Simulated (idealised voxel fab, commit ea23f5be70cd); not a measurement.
process module | voxel transistor to metal
cross-section cut | 195 nm wide | cells 5 nm
A cross-section is a grid of square cells, given in bands from the top down. A band is one or more rows of cells.
Each band's line starts with the height of the band's top and of its bottom, in nm. Then come its materials from left to right, each with its width in nm. One material with "throughout" fills the band from edge to edge. "air" is empty space.
Height 0 is the level under which the wafer as received is all one material. The lowest band goes on downwards, as in "0 down".
A width such as "30 to 40" changes by the same amount from each row of cells to the next, from the band's top row to its bottom row.
"no change" after a step means that no cell of the cross-section changed.
closed voids: empty space of 8 cells or more with no open way to the top, each as width x height at its distance from the left edge, in nm
after a step's settings: what the simulator itself notes on the step
overlay nm, on a step with a mask: how far to the right of its planned place the mask lay; to the left if negative
plan
1 op RECEIVE | material Si
2 op CONFORMAL_DEP | material SiO2 | thk nm 5
3 op CONFORMAL_DEP | material SiN | thk nm 10
4 op PATTERN | tone cover | mask id ACTIVE | material resist | width nm 110 | thk nm 20 | overlay nm 0
5 op DIRECTIONAL_ETCH | etch materials SiN | depth nm 10
6 op DIRECTIONAL_ETCH | etch materials SiO2 | depth nm 5
7 op DIRECTIONAL_ETCH | etch materials Si | depth nm 20
8 op STRIP | etch materials resist
9 op FILL_DEP | material SiO2 | thk nm 5
10 op CMP | height nm 15
11 op SELECTIVE_ETCH | etch materials SiO2 | depth nm 5
12 op STRIP | etch materials SiN
13 op SELECTIVE_ETCH | etch materials SiO2 | depth nm 5
14 op OXIDIZE | depth nm 5
15 op DIRECTIONAL_DEP | material polySi | thk nm 20
16 op DIRECTIONAL_DEP | material SiCN | thk nm 15
17 op MASKED_ETCH | tone cover | mask id GATE | width nm 30 | etch materials SiCN | depth nm 25 | overlay nm 0
18 op MASKED_ETCH | tone cover | mask id GATE | width nm 30 | etch materials polySi | depth nm 30 | overlay nm 0
19 op CONFORMAL_DEP | material SiN | thk nm 5
20 op DIRECTIONAL_ETCH | etch materials SiN | depth nm 5
21 op DIRECTIONAL_ETCH | etch materials SiO2 | depth nm 5
22 op EPI | material nSi | thk nm 5
23 op FILL_DEP | material SiO2 | thk nm 10
24 op CMP | height nm 20
25 op STRIP | etch materials polySi
26 op SELECTIVE_ETCH | etch materials SiO2 | depth nm 5
27 op CONFORMAL_DEP | material HfO2 | thk nm 5
28 op CONFORMAL_DEP | material TiN | thk nm 5
29 op FILL_DEP | material W | thk nm 5
30 op CMP | height nm 15
31 op DIRECTIONAL_DEP | material SiO2 | thk nm 15
32 op DIRECTIONAL_DEP | material aC | thk nm 15
33 op PATTERN | tone open | mask id CONTACT | material resist | width nm 15 | pitch nm 75 | thk nm 35 | overlay nm 0
34 op DIRECTIONAL_ETCH | etch materials aC | depth nm 15
35 op STRIP | etch materials resist
36 op DIRECTIONAL_ETCH | etch materials SiO2 | depth nm 30
37 op STRIP | etch materials aC
38 op CONFORMAL_DEP | material TiN | thk nm 5
39 op FILL_DEP | material Ru | thk nm 10
40 op CMP | height nm 30
41 op DIRECTIONAL_DEP | material TiN | thk nm 5
42 op DIRECTIONAL_DEP | material Ru | thk nm 20
43 op MASKED_ETCH | tone cover | mask id METAL_1 | width nm 15 | pitch nm 75 | etch materials Ru | depth nm 20 | overlay nm 0
44 op MASKED_ETCH | tone cover | mask id METAL_1 | width nm 15 | pitch nm 75 | etch materials TiN | depth nm 5 | overlay nm 0
45 op FILL_DEP | material lowk | thk nm 5
46 op CMP | height nm 55
47 op CONFORMAL_DEP | material SiCN | thk nm 5
48 op DIRECTIONAL_DEP | material lowk | thk nm 35
49 op DIRECTIONAL_DEP | material aC | thk nm 15
50 op PATTERN | tone open | mask id METAL_2 | material resist | width nm 15 | pitch nm 75 | thk nm 35 | overlay nm 0
51 op DIRECTIONAL_ETCH | etch materials aC | depth nm 15
52 op STRIP | etch materials resist
53 op DIRECTIONAL_ETCH | etch materials lowk | depth nm 20
54 op STRIP | etch materials aC
55 op DIRECTIONAL_DEP | material aC | thk nm 15
56 op PATTERN | tone open | mask id METAL_2_HOLES | material resist | width nm 15 | pitch nm 75 | thk nm 35 | overlay nm 0
57 op DIRECTIONAL_ETCH | etch materials aC | depth nm 15
58 op STRIP | etch materials resist
59 op DIRECTIONAL_ETCH | etch materials lowk | depth nm 15
60 op DIRECTIONAL_ETCH | etch materials SiCN | depth nm 5
61 op STRIP | etch materials aC
62 op CONFORMAL_DEP | material TiN | thk nm 5
63 op FILL_DEP | material Ru | thk nm 5
64 op CMP | height nm 95
65 op CONFORMAL_DEP | material SiN | thk nm 5
first wafer, as planned
as received, after step 1
  0 down: Si throughout
  closed voids: none
after step 2
  5 to 0: SiO2 throughout
  below 0: unchanged
after step 3
  15 to 5: SiN throughout
  below 5: unchanged
after step 4
  35 to 15: air 40 | resist 110 | air 45
  below 15: unchanged
after step 5
  35 to 15: air 40 | resist 110 | air 45
  15 to 5: air 40 | SiN 110 | air 45
  below 5: unchanged
after step 6
  35 to 15: air 40 | resist 110 | air 45
  15 to 5: air 40 | SiN 110 | air 45
  5 to 0: air 40 | SiO2 110 | air 45
  below 0: unchanged
after step 7
  35 to 15: air 40 | resist 110 | air 45
  15 to 5: air 40 | SiN 110 | air 45
  5 to 0: air 40 | SiO2 110 | air 45
  0 to -20: air 40 | Si 110 | air 45
  below -20: unchanged
after step 8
  15 to 5: air 40 | SiN 110 | air 45
  below 5: unchanged
after step 9
  20 to 15: SiO2 throughout
  15 to 5: SiO2 40 | SiN 110 | SiO2 45
  5 to 0: SiO2 throughout
  0 to -20: SiO2 40 | Si 110 | SiO2 45
  below -20: unchanged
after step 10
  15 to 5: SiO2 40 | SiN 110 | SiO2 45
  below 5: unchanged
after step 11
  15 to 10: air 40 | SiN 110 | air 45
  below 10: unchanged
after step 12
  10 to 5: SiO2 40 | air 110 | SiO2 45
  below 5: unchanged
after step 13
  5 to 0: SiO2 35 | air 120 | SiO2 40
  below 0: unchanged
after step 14
  5 to 0: SiO2 35 | air 120 | SiO2 40
  0 to -5: SiO2 throughout
  below -5: unchanged
after step 15
  25 to 20: polySi 35 | air 120 | polySi 40
  20 to 5: polySi throughout
  5 to 0: SiO2 35 | polySi 120 | SiO2 40
  below 0: unchanged
after step 16
  40 to 35: SiCN 35 | air 120 | SiCN 40
  35 to 25: SiCN throughout
  25 to 20: polySi 35 | SiCN 120 | polySi 40
  below 20: unchanged
after step 17
  35 to 25: air 80 | SiCN 30 | air 85
  25 to 20: polySi 35 | air 45 | SiCN 30 | air 45 | polySi 40
  below 20: unchanged
after step 18
  35 to 20: air 80 | SiCN 30 | air 85
  20 to 5: air 80 | polySi 30 | air 85
  5 to 0: SiO2 35 | air 45 | polySi 30 | air 45 | SiO2 40
  below 0: unchanged
after step 19
  40 to 35: air 75 | SiN 40 | air 80
  35 to 20: air 75 | SiN 5 | SiCN 30 | SiN 5 | air 80
  20 to 10: air 75 | SiN 5 | polySi 30 | SiN 5 | air 80
  10 to 5: SiN 40 | air 35 | SiN 5 | polySi 30 | SiN 5 | air 35 | SiN 45
  5 to 0: SiO2 35 | SiN 45 | polySi 30 | SiN 45 | SiO2 40
  below 0: unchanged
after step 20
  35 to 20: air 75 | SiN 5 | SiCN 30 | SiN 5 | air 80
  20 to 5: air 75 | SiN 5 | polySi 30 | SiN 5 | air 80
  5 to 0: SiO2 35 | SiN 5 | air 35 | SiN 5 | polySi 30 | SiN 5 | air 35 | SiN 5 | SiO2 40
  below 0: unchanged
after step 21
  35 to 20: air 75 | SiN 5 | SiCN 30 | SiN 5 | air 80
  20 to 5: air 75 | SiN 5 | polySi 30 | SiN 5 | air 80
  5 to 0: air 35 | SiN 5 | air 35 | SiN 5 | polySi 30 | SiN 5 | air 35 | SiN 5 | air 40
  0 to -5: SiO2 40 | air 35 | SiO2 40 | air 35 | SiO2 45
  below -5: unchanged
after step 22
  35 to 20: air 75 | SiN 5 | SiCN 30 | SiN 5 | air 80
  20 to 5: air 75 | SiN 5 | polySi 30 | SiN 5 | air 80
  5 to 0: air 35 | SiN 5 | air 35 | SiN 5 | polySi 30 | SiN 5 | air 35 | SiN 5 | air 40
  0 to -5: SiO2 40 | nSi 35 | SiO2 40 | nSi 35 | SiO2 45
  below -5: unchanged
after step 23
  45 to 35: SiO2 throughout
  35 to 20: SiO2 75 | SiN 5 | SiCN 30 | SiN 5 | SiO2 80
  20 to 5: SiO2 75 | SiN 5 | polySi 30 | SiN 5 | SiO2 80
  5 to 0: SiO2 35 | SiN 5 | SiO2 35 | SiN 5 | polySi 30 | SiN 5 | SiO2 35 | SiN 5 | SiO2 40
  below 0: unchanged
after step 24
  20 to 5: SiO2 75 | SiN 5 | polySi 30 | SiN 5 | SiO2 80
  below 5: unchanged
after step 25
  20 to 5: SiO2 75 | SiN 5 | air 30 | SiN 5 | SiO2 80
  5 to 0: SiO2 35 | SiN 5 | SiO2 35 | SiN 5 | air 30 | SiN 5 | SiO2 35 | SiN 5 | SiO2 40
  below 0: unchanged
after step 26
  20 to 15: air 75 | SiN 5 | air 30 | SiN 5 | air 80
  15 to 5: SiO2 75 | SiN 5 | air 30 | SiN 5 | SiO2 80
  5 to 0: SiO2 35 | SiN 5 | SiO2 35 | SiN 5 | air 30 | SiN 5 | SiO2 35 | SiN 5 | SiO2 40
  0 to -5: SiO2 40 | nSi 35 | air 40 | nSi 35 | SiO2 45
  below -5: unchanged
after step 27
  25 to 20: air 70 | HfO2 15 | air 20 | HfO2 15 | air 75
  20 to 15: HfO2 75 | SiN 5 | HfO2 5 | air 20 | HfO2 5 | SiN 5 | HfO2 80
  15 to 5: SiO2 75 | SiN 5 | HfO2 5 | air 20 | HfO2 5 | SiN 5 | SiO2 80
  5 to 0: SiO2 35 | SiN 5 | SiO2 35 | SiN 5 | HfO2 5 | air 20 | HfO2 5 | SiN 5 | SiO2 35 | SiN 5 | SiO2 40
  0 to -5: SiO2 40 | nSi 35 | HfO2 40 | nSi 35 | SiO2 45
  below -5: unchanged
after step 28
  30 to 25: air 65 | TiN 25 | air 10 | TiN 25 | air 70
  25 to 20: TiN 70 | HfO2 15 | TiN 5 | air 10 | TiN 5 | HfO2 15 | TiN 75
  20 to 15: HfO2 75 | SiN 5 | HfO2 5 | TiN 5 | air 10 | TiN 5 | HfO2 5 | SiN 5 | HfO2 80
  15 to 5: SiO2 75 | SiN 5 | HfO2 5 | TiN 5 | air 10 | TiN 5 | HfO2 5 | SiN 5 | SiO2 80
  5 to 0: SiO2 35 | SiN 5 | SiO2 35 | SiN 5 | HfO2 5 | TiN 20 | HfO2 5 | SiN 5 | SiO2 35 | SiN 5 | SiO2 40
  below 0: unchanged
after step 29
  35 to 30: W throughout
  30 to 25: W 65 | TiN 25 | W 10 | TiN 25 | W 70
  25 to 20: TiN 70 | HfO2 15 | TiN 5 | W 10 | TiN 5 | HfO2 15 | TiN 75
  20 to 15: HfO2 75 | SiN 5 | HfO2 5 | TiN 5 | W 10 | TiN 5 | HfO2 5 | SiN 5 | HfO2 80
  15 to 5: SiO2 75 | SiN 5 | HfO2 5 | TiN 5 | W 10 | TiN 5 | HfO2 5 | SiN 5 | SiO2 80
  below 5: unchanged
after step 30
  15 to 5: SiO2 75 | SiN 5 | HfO2 5 | TiN 5 | W 10 | TiN 5 | HfO2 5 | SiN 5 | SiO2 80
  below 5: unchanged
after step 31
  30 to 15: SiO2 throughout
  below 15: unchanged
after step 32
  45 to 30: aC throughout
  below 30: unchanged
after step 33
  80 to 45: resist 50 | air 15 | resist 60 | air 15 | resist 55
  below 45: unchanged
after step 34
  65 to 45: resist 50 | air 15 | resist 60 | air 15 | resist 55
  45 to 30: aC 50 | air 15 | aC 60 | air 15 | aC 55
  below 30: unchanged
after step 35
  45 to 30: aC 50 | air 15 | aC 60 | air 15 | aC 55
  below 30: unchanged
after step 36
  45 to 30: aC 50 | air 15 | aC 60 | air 15 | aC 55
  30 to 15: SiO2 50 | air 15 | SiO2 60 | air 15 | SiO2 55
  15 to 5: SiO2 50 | air 15 | SiO2 10 | SiN 5 | HfO2 5 | TiN 5 | W 10 | TiN 5 | HfO2 5 | SiN 5 | SiO2 10 | air 15 | SiO2 55
  5 to 0: SiO2 35 | SiN 5 | SiO2 10 | air 15 | SiO2 10 | SiN 5 | HfO2 5 | TiN 20 | HfO2 5 | SiN 5 | SiO2 10 | air 15 | SiO2 10 | SiN 5 | SiO2 40
  below 0: unchanged
after step 37
  30 to 15: SiO2 50 | air 15 | SiO2 60 | air 15 | SiO2 55
  below 15: unchanged
after step 38
  35 to 30: TiN 55 | air 5 | TiN 70 | air 5 | TiN 60
  30 to 15: SiO2 50 | TiN 5 | air 5 | TiN 5 | SiO2 60 | TiN 5 | air 5 | TiN 5 | SiO2 55
  15 to 5: SiO2 50 | TiN 5 | air 5 | TiN 5 | SiO2 10 | SiN 5 | HfO2 5 | TiN 5 | W 10 | TiN 5 | HfO2 5 | SiN 5 | SiO2 10 | TiN 5 | air 5 | TiN 5 | SiO2 55
  5 to 0: SiO2 35 | SiN 5 | SiO2 10 | TiN 15 | SiO2 10 | SiN 5 | HfO2 5 | TiN 20 | HfO2 5 | SiN 5 | SiO2 10 | TiN 15 | SiO2 10 | SiN 5 | SiO2 40
  below 0: unchanged
after step 39
  45 to 35: Ru throughout
  35 to 30: TiN 55 | Ru 5 | TiN 70 | Ru 5 | TiN 60
  30 to 15: SiO2 50 | TiN 5 | Ru 5 | TiN 5 | SiO2 60 | TiN 5 | Ru 5 | TiN 5 | SiO2 55
  15 to 5: SiO2 50 | TiN 5 | Ru 5 | TiN 5 | SiO2 10 | SiN 5 | HfO2 5 | TiN 5 | W 10 | TiN 5 | HfO2 5 | SiN 5 | SiO2 10 | TiN 5 | Ru 5 | TiN 5 | SiO2 55
  below 5: unchanged
after step 40
  30 to 15: SiO2 50 | TiN 5 | Ru 5 | TiN 5 | SiO2 60 | TiN 5 | Ru 5 | TiN 5 | SiO2 55
  below 15: unchanged
after step 41
  35 to 30: TiN throughout
  below 30: unchanged
after step 42
  55 to 35: Ru throughout
  below 35: unchanged
after step 43
  55 to 35: air 50 | Ru 15 | air 60 | Ru 15 | air 55
  below 35: unchanged
after step 44
  55 to 35: air 50 | Ru 15 | air 60 | Ru 15 | air 55
  35 to 30: air 50 | TiN 15 | air 60 | TiN 15 | air 55
  below 30: unchanged
after step 45
  60 to 55: lowk throughout
  55 to 35: lowk 50 | Ru 15 | lowk 60 | Ru 15 | lowk 55
  35 to 30: lowk 50 | TiN 15 | lowk 60 | TiN 15 | lowk 55
  below 30: unchanged
after step 46
  55 to 35: lowk 50 | Ru 15 | lowk 60 | Ru 15 | lowk 55
  below 35: unchanged
after step 47
  60 to 55: SiCN throughout
  below 55: unchanged
after step 48
  95 to 60: lowk throughout
  below 60: unchanged
after step 49
  110 to 95: aC throughout
  below 95: unchanged
after step 50
  145 to 110: resist 50 | air 15 | resist 60 | air 15 | resist 55
  below 110: unchanged
after step 51
  130 to 110: resist 50 | air 15 | resist 60 | air 15 | resist 55
  110 to 95: aC 50 | air 15 | aC 60 | air 15 | aC 55
  below 95: unchanged
after step 52
  110 to 95: aC 50 | air 15 | aC 60 | air 15 | aC 55
  below 95: unchanged
after step 53
  110 to 95: aC 50 | air 15 | aC 60 | air 15 | aC 55
  95 to 75: lowk 50 | air 15 | lowk 60 | air 15 | lowk 55
  below 75: unchanged
after step 54
  95 to 75: lowk 50 | air 15 | lowk 60 | air 15 | lowk 55
  below 75: unchanged
after step 55
  110 to 95: aC 50 | air 15 | aC 60 | air 15 | aC 55
  95 to 90: lowk 50 | air 15 | lowk 60 | air 15 | lowk 55
  90 to 75: lowk 50 | aC 15 | lowk 60 | aC 15 | lowk 55
  below 75: unchanged
after step 56
  145 to 110: resist 50 | air 15 | resist 60 | air 15 | resist 55
  below 110: unchanged
after step 57
  130 to 110: resist 50 | air 15 | resist 60 | air 15 | resist 55
  110 to 95: aC 50 | air 15 | aC 60 | air 15 | aC 55
  95 to 75: lowk 50 | air 15 | lowk 60 | air 15 | lowk 55
  below 75: unchanged
after step 58
  110 to 95: aC 50 | air 15 | aC 60 | air 15 | aC 55
  below 95: unchanged
after step 59
  110 to 95: aC 50 | air 15 | aC 60 | air 15 | aC 55
  95 to 60: lowk 50 | air 15 | lowk 60 | air 15 | lowk 55
  below 60: unchanged
after step 60
  110 to 95: aC 50 | air 15 | aC 60 | air 15 | aC 55
  95 to 60: lowk 50 | air 15 | lowk 60 | air 15 | lowk 55
  60 to 55: SiCN 50 | air 15 | SiCN 60 | air 15 | SiCN 55
  below 55: unchanged
after step 61
  95 to 60: lowk 50 | air 15 | lowk 60 | air 15 | lowk 55
  below 60: unchanged
after step 62
  100 to 95: TiN 55 | air 5 | TiN 70 | air 5 | TiN 60
  95 to 60: lowk 50 | TiN 5 | air 5 | TiN 5 | lowk 60 | TiN 5 | air 5 | TiN 5 | lowk 55
  60 to 55: SiCN 50 | TiN 15 | SiCN 60 | TiN 15 | SiCN 55
  below 55: unchanged
after step 63
  105 to 100: Ru throughout
  100 to 95: TiN 55 | Ru 5 | TiN 70 | Ru 5 | TiN 60
  95 to 60: lowk 50 | TiN 5 | Ru 5 | TiN 5 | lowk 60 | TiN 5 | Ru 5 | TiN 5 | lowk 55
  below 60: unchanged
after step 64
  95 to 60: lowk 50 | TiN 5 | Ru 5 | TiN 5 | lowk 60 | TiN 5 | Ru 5 | TiN 5 | lowk 55
  below 60: unchanged
after step 65
  100 to 95: SiN throughout
  below 95: unchanged
second wafer: like start, like plan, one mistake. Through step 21 it matches the first wafer
when step 22 should have ended
  35 to 20: air 75 | SiN 5 | SiCN 30 | SiN 5 | air 80
  20 to 10: air 75 | SiN 5 | polySi 30 | SiN 5 | air 80
  10 to 5: air 35 | nSi 40 | SiN 5 | polySi 30 | SiN 5 | nSi 40 | air 40
  5 to 0: air 35 | SiN 5 | nSi 35 | SiN 5 | polySi 30 | SiN 5 | nSi 35 | SiN 5 | air 40
  0 to -5: SiO2 40 | nSi 35 | SiO2 40 | nSi 35 | SiO2 45
  below -5: unchanged
when step 23 should have ended
  45 to 35: SiO2 throughout
  35 to 20: SiO2 75 | SiN 5 | SiCN 30 | SiN 5 | SiO2 80
  20 to 10: SiO2 75 | SiN 5 | polySi 30 | SiN 5 | SiO2 80
  10 to 5: SiO2 35 | nSi 40 | SiN 5 | polySi 30 | SiN 5 | nSi 40 | SiO2 40
  5 to 0: SiO2 35 | SiN 5 | nSi 35 | SiN 5 | polySi 30 | SiN 5 | nSi 35 | SiN 5 | SiO2 40
  below 0: unchanged
when step 24 should have ended
  20 to 10: SiO2 75 | SiN 5 | polySi 30 | SiN 5 | SiO2 80
  below 10: unchanged
when step 25 should have ended
  20 to 10: SiO2 75 | SiN 5 | air 30 | SiN 5 | SiO2 80
  10 to 5: SiO2 35 | nSi 40 | SiN 5 | air 30 | SiN 5 | nSi 40 | SiO2 40
  5 to 0: SiO2 35 | SiN 5 | nSi 35 | SiN 5 | air 30 | SiN 5 | nSi 35 | SiN 5 | SiO2 40
  below 0: unchanged
when step 26 should have ended
  20 to 15: air 75 | SiN 5 | air 30 | SiN 5 | air 80
  15 to 10: SiO2 75 | SiN 5 | air 30 | SiN 5 | SiO2 80
  10 to 5: SiO2 35 | nSi 40 | SiN 5 | air 30 | SiN 5 | nSi 40 | SiO2 40
  5 to 0: SiO2 35 | SiN 5 | nSi 35 | SiN 5 | air 30 | SiN 5 | nSi 35 | SiN 5 | SiO2 40
  0 to -5: SiO2 40 | nSi 35 | air 40 | nSi 35 | SiO2 45
  below -5: unchanged
when step 27 should have ended
  25 to 20: air 70 | HfO2 15 | air 20 | HfO2 15 | air 75
  20 to 15: HfO2 75 | SiN 5 | HfO2 5 | air 20 | HfO2 5 | SiN 5 | HfO2 80
  15 to 10: SiO2 75 | SiN 5 | HfO2 5 | air 20 | HfO2 5 | SiN 5 | SiO2 80
  10 to 5: SiO2 35 | nSi 40 | SiN 5 | HfO2 5 | air 20 | HfO2 5 | SiN 5 | nSi 40 | SiO2 40
  5 to 0: SiO2 35 | SiN 5 | nSi 35 | SiN 5 | HfO2 5 | air 20 | HfO2 5 | SiN 5 | nSi 35 | SiN 5 | SiO2 40
  0 to -5: SiO2 40 | nSi 35 | HfO2 40 | nSi 35 | SiO2 45
  below -5: unchanged
when step 28 should have ended
  30 to 25: air 65 | TiN 25 | air 10 | TiN 25 | air 70
  25 to 20: TiN 70 | HfO2 15 | TiN 5 | air 10 | TiN 5 | HfO2 15 | TiN 75
  20 to 15: HfO2 75 | SiN 5 | HfO2 5 | TiN 5 | air 10 | TiN 5 | HfO2 5 | SiN 5 | HfO2 80
  15 to 10: SiO2 75 | SiN 5 | HfO2 5 | TiN 5 | air 10 | TiN 5 | HfO2 5 | SiN 5 | SiO2 80
  10 to 5: SiO2 35 | nSi 40 | SiN 5 | HfO2 5 | TiN 5 | air 10 | TiN 5 | HfO2 5 | SiN 5 | nSi 40 | SiO2 40
  5 to 0: SiO2 35 | SiN 5 | nSi 35 | SiN 5 | HfO2 5 | TiN 20 | HfO2 5 | SiN 5 | nSi 35 | SiN 5 | SiO2 40
  below 0: unchanged
when step 29 should have ended
  35 to 30: W throughout
  30 to 25: W 65 | TiN 25 | W 10 | TiN 25 | W 70
  25 to 20: TiN 70 | HfO2 15 | TiN 5 | W 10 | TiN 5 | HfO2 15 | TiN 75
  20 to 15: HfO2 75 | SiN 5 | HfO2 5 | TiN 5 | W 10 | TiN 5 | HfO2 5 | SiN 5 | HfO2 80
  15 to 10: SiO2 75 | SiN 5 | HfO2 5 | TiN 5 | W 10 | TiN 5 | HfO2 5 | SiN 5 | SiO2 80
  10 to 5: SiO2 35 | nSi 40 | SiN 5 | HfO2 5 | TiN 5 | W 10 | TiN 5 | HfO2 5 | SiN 5 | nSi 40 | SiO2 40
  below 5: unchanged
when step 30 should have ended
  15 to 10: SiO2 75 | SiN 5 | HfO2 5 | TiN 5 | W 10 | TiN 5 | HfO2 5 | SiN 5 | SiO2 80
  below 10: unchanged
when step 31 should have ended
  30 to 15: SiO2 throughout
  below 15: unchanged
when step 32 should have ended
  45 to 30: aC throughout
  below 30: unchanged
when step 33 should have ended
  80 to 45: resist 50 | air 15 | resist 60 | air 15 | resist 55
  below 45: unchanged
when step 34 should have ended
  65 to 45: resist 50 | air 15 | resist 60 | air 15 | resist 55
  45 to 30: aC 50 | air 15 | aC 60 | air 15 | aC 55
  below 30: unchanged
when step 35 should have ended
  45 to 30: aC 50 | air 15 | aC 60 | air 15 | aC 55
  below 30: unchanged
when step 36 should have ended
  45 to 30: aC 50 | air 15 | aC 60 | air 15 | aC 55
  30 to 15: SiO2 50 | air 15 | SiO2 60 | air 15 | SiO2 55
  15 to 10: SiO2 50 | air 15 | SiO2 10 | SiN 5 | HfO2 5 | TiN 5 | W 10 | TiN 5 | HfO2 5 | SiN 5 | SiO2 10 | air 15 | SiO2 55
  below 10: unchanged
when step 37 should have ended
  30 to 15: SiO2 50 | air 15 | SiO2 60 | air 15 | SiO2 55
  below 15: unchanged
when step 38 should have ended
  35 to 30: TiN 55 | air 5 | TiN 70 | air 5 | TiN 60
  30 to 15: SiO2 50 | TiN 5 | air 5 | TiN 5 | SiO2 60 | TiN 5 | air 5 | TiN 5 | SiO2 55
  15 to 10: SiO2 50 | TiN 15 | SiO2 10 | SiN 5 | HfO2 5 | TiN 5 | W 10 | TiN 5 | HfO2 5 | SiN 5 | SiO2 10 | TiN 15 | SiO2 55
  below 10: unchanged
when step 39 should have ended
  45 to 35: Ru throughout
  35 to 30: TiN 55 | Ru 5 | TiN 70 | Ru 5 | TiN 60
  30 to 15: SiO2 50 | TiN 5 | Ru 5 | TiN 5 | SiO2 60 | TiN 5 | Ru 5 | TiN 5 | SiO2 55
  below 15: unchanged
when step 40 should have ended
  30 to 15: SiO2 50 | TiN 5 | Ru 5 | TiN 5 | SiO2 60 | TiN 5 | Ru 5 | TiN 5 | SiO2 55
  below 15: unchanged
when step 41 should have ended
  35 to 30: TiN throughout
  below 30: unchanged
when step 42 should have ended
  55 to 35: Ru throughout
  below 35: unchanged
when step 43 should have ended
  55 to 35: air 50 | Ru 15 | air 60 | Ru 15 | air 55
  below 35: unchanged
when step 44 should have ended
  55 to 35: air 50 | Ru 15 | air 60 | Ru 15 | air 55
  35 to 30: air 50 | TiN 15 | air 60 | TiN 15 | air 55
  below 30: unchanged
when step 45 should have ended
  60 to 55: lowk throughout
  55 to 35: lowk 50 | Ru 15 | lowk 60 | Ru 15 | lowk 55
  35 to 30: lowk 50 | TiN 15 | lowk 60 | TiN 15 | lowk 55
  below 30: unchanged
when step 46 should have ended
  55 to 35: lowk 50 | Ru 15 | lowk 60 | Ru 15 | lowk 55
  below 35: unchanged
when step 47 should have ended
  60 to 55: SiCN throughout
  below 55: unchanged
when step 48 should have ended
  95 to 60: lowk throughout
  below 60: unchanged
when step 49 should have ended
  110 to 95: aC throughout
  below 95: unchanged
when step 50 should have ended
  145 to 110: resist 50 | air 15 | resist 60 | air 15 | resist 55
  below 110: unchanged
when step 51 should have ended
  130 to 110: resist 50 | air 15 | resist 60 | air 15 | resist 55
  110 to 95: aC 50 | air 15 | aC 60 | air 15 | aC 55
  below 95: unchanged
when step 52 should have ended
  110 to 95: aC 50 | air 15 | aC 60 | air 15 | aC 55
  below 95: unchanged
when step 53 should have ended
  110 to 95: aC 50 | air 15 | aC 60 | air 15 | aC 55
  95 to 75: lowk 50 | air 15 | lowk 60 | air 15 | lowk 55
  below 75: unchanged
when step 54 should have ended
  95 to 75: lowk 50 | air 15 | lowk 60 | air 15 | lowk 55
  below 75: unchanged
when step 55 should have ended
  110 to 95: aC 50 | air 15 | aC 60 | air 15 | aC 55
  95 to 90: lowk 50 | air 15 | lowk 60 | air 15 | lowk 55
  90 to 75: lowk 50 | aC 15 | lowk 60 | aC 15 | lowk 55
  below 75: unchanged
when step 56 should have ended
  145 to 110: resist 50 | air 15 | resist 60 | air 15 | resist 55
  below 110: unchanged
when step 57 should have ended
  130 to 110: resist 50 | air 15 | resist 60 | air 15 | resist 55
  110 to 95: aC 50 | air 15 | aC 60 | air 15 | aC 55
  95 to 75: lowk 50 | air 15 | lowk 60 | air 15 | lowk 55
  below 75: unchanged
when step 58 should have ended
  110 to 95: aC 50 | air 15 | aC 60 | air 15 | aC 55
  below 95: unchanged
when step 59 should have ended
  110 to 95: aC 50 | air 15 | aC 60 | air 15 | aC 55
  95 to 60: lowk 50 | air 15 | lowk 60 | air 15 | lowk 55
  below 60: unchanged
when step 60 should have ended
  110 to 95: aC 50 | air 15 | aC 60 | air 15 | aC 55
  95 to 60: lowk 50 | air 15 | lowk 60 | air 15 | lowk 55
  60 to 55: SiCN 50 | air 15 | SiCN 60 | air 15 | SiCN 55
  below 55: unchanged
when step 61 should have ended
  95 to 60: lowk 50 | air 15 | lowk 60 | air 15 | lowk 55
  below 60: unchanged
when step 62 should have ended
  100 to 95: TiN 55 | air 5 | TiN 70 | air 5 | TiN 60
  95 to 60: lowk 50 | TiN 5 | air 5 | TiN 5 | lowk 60 | TiN 5 | air 5 | TiN 5 | lowk 55
  60 to 55: SiCN 50 | TiN 15 | SiCN 60 | TiN 15 | SiCN 55
  below 55: unchanged
when step 63 should have ended
  105 to 100: Ru throughout
  100 to 95: TiN 55 | Ru 5 | TiN 70 | Ru 5 | TiN 60
  95 to 60: lowk 50 | TiN 5 | Ru 5 | TiN 5 | lowk 60 | TiN 5 | Ru 5 | TiN 5 | lowk 55
  below 60: unchanged
when step 64 should have ended
  95 to 60: lowk 50 | TiN 5 | Ru 5 | TiN 5 | lowk 60 | TiN 5 | Ru 5 | TiN 5 | lowk 55
  below 60: unchanged
when step 65 should have ended
  100 to 95: SiN throughout
  below 95: unchanged
what went wrong: step 22 ran as: op EPI | material nSi | thk nm 15
at the end the second wafer has, in cells: 4 fewer of Ru | 18 fewer of SiO2 | 8 fewer of TiN | 30 more of nSi
